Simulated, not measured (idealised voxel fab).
The process module presented herein is designated voxel tone inversion.
In the cross-section labelled cut, the width is 180 nm and each square cell is 5 nm.
Cross-section spec: square-cell grid; bands listed top down; each band is one or more rows.
In this notation a band is specified by the heights of its top and bottom, in that order and in nm, after which its materials appear from left to right, each paired with its width in nm. The word "all across" attached to a single material means that material fills the band from edge to edge; the word "empty" stands for empty space.
Below 0: as-received wafer, all one material; heights counted from there. Lowest band: no bottom, goes on down, written "0 and below".
When a width is written as two numbers, as in "30..40", the first number is the width in the top row of cells of the band and the second is the width in its bottom row, and the width changes by the same amount from each row to the next.
"everything unchanged" (step): cross-section cells unchanged, all of them.
Empty spaces counting at least 8 cells and having no open way to the top are listed in "Fully sealed cavities". The notation width x height at distance is used for each, the distance being from the left edge and all three values in nm.
Formally, on a step line, whatever follows the settings is a remark that the simulator itself makes on the step.
overlay nm: right-of-plan distance of the mask on a masked step; negative values mean left-of-plan.

The following list gives the planned process steps:
- 1: op RECEIVE | material Si
- 2: op CONFORMAL_DEP | material SiN | thk nm 5
- 3: op DIRECTIONAL_DEP | material aC | thk nm 15
- 4: op PATTERN | tone cover | mask id POSTS | material resist | width nm 20 | pitch nm 35 | thk nm 25 | overlay nm 0
- 5: op DIRECTIONAL_ETCH | etch materials aC | depth nm 15
- 6: op STRIP | etch materials resist
- 7: op FILL_DEP | material SiO2 | thk nm 5
- 8: op CMP | height nm 20
- 9: op STRIP | etch materials aC

First out of two wafers; run went to plan:

As-received state of the wafer in cross-section, equivalent to post-step 1:
    0 and below  Si all across
    Fully sealed cavities: none

How the wafer stands in section after step 2:
    5 down to 0  SiN all across
    No changes below 0.

How the wafer stands in section after step 3:
    20 down to 5  aC all across
    No changes below 5.

How the wafer stands in section after step 4:
    45 down to 20  45 nm empty, then 20 nm resist, then 15 nm empty, then 20 nm resist, then 15 nm empty, then 20 nm resist, then 45 nm empty
    No changes below 20.

How the wafer stands in section after step 5:
    30 down to 20  45 nm empty, then 20 nm resist, then 15 nm empty, then 20 nm resist, then 15 nm empty, then 20 nm resist, then 45 nm empty
    20 down to 5  45 nm empty, then 20 nm aC, then 15 nm empty, then 20 nm aC, then 15 nm empty, then 20 nm aC, then 45 nm empty
    No changes below 5.

How the wafer stands in section after step 6:
    20 down to 5  45 nm empty, then 20 nm aC, then 15 nm empty, then 20 nm aC, then 15 nm empty, then 20 nm aC, then 45 nm empty
    No changes below 5.

How the wafer stands in section after step 7:
    25 down to 20  SiO2 all across
    20 down to 5  45 nm SiO2, then 20 nm aC, then 15 nm SiO2, then 20 nm aC, then 15 nm SiO2, then 20 nm aC, then 45 nm SiO2
    No changes below 5.

How the wafer stands in section after step 8:
    20 down to 5  45 nm SiO2, then 20 nm aC, then 15 nm SiO2, then 20 nm aC, then 15 nm SiO2, then 20 nm aC, then 45 nm SiO2
    No changes below 5.

How the wafer stands in section after step 9:
    20 down to 5  45 nm SiO2, then 20 nm empty, then 15 nm SiO2, then 20 nm empty, then 15 nm SiO2, then 20 nm empty, then 45 nm SiO2
    No changes below 5.

It is to be noted that the second wafer proceeded from the same initial state and according to the same plan as the first, although one mistake was committed in its execution; through step 8, inclusive, the two wafers share an identical history:

Second wafer shown in cross-section at the time step 9 was slated to end:
    20 down to 5  45 nm empty, then 20 nm aC, then 15 nm empty, then 20 nm aC, then 15 nm empty, then 20 nm aC, then 45 nm empty
    No changes below 5.
Deviation noted in wafer processing: step 9 deviated from plan and actually ran as op STRIP | etch materials SiO2
Cell-count delta at end, second wafer over first, by material: -72 SiO2; +36 aC
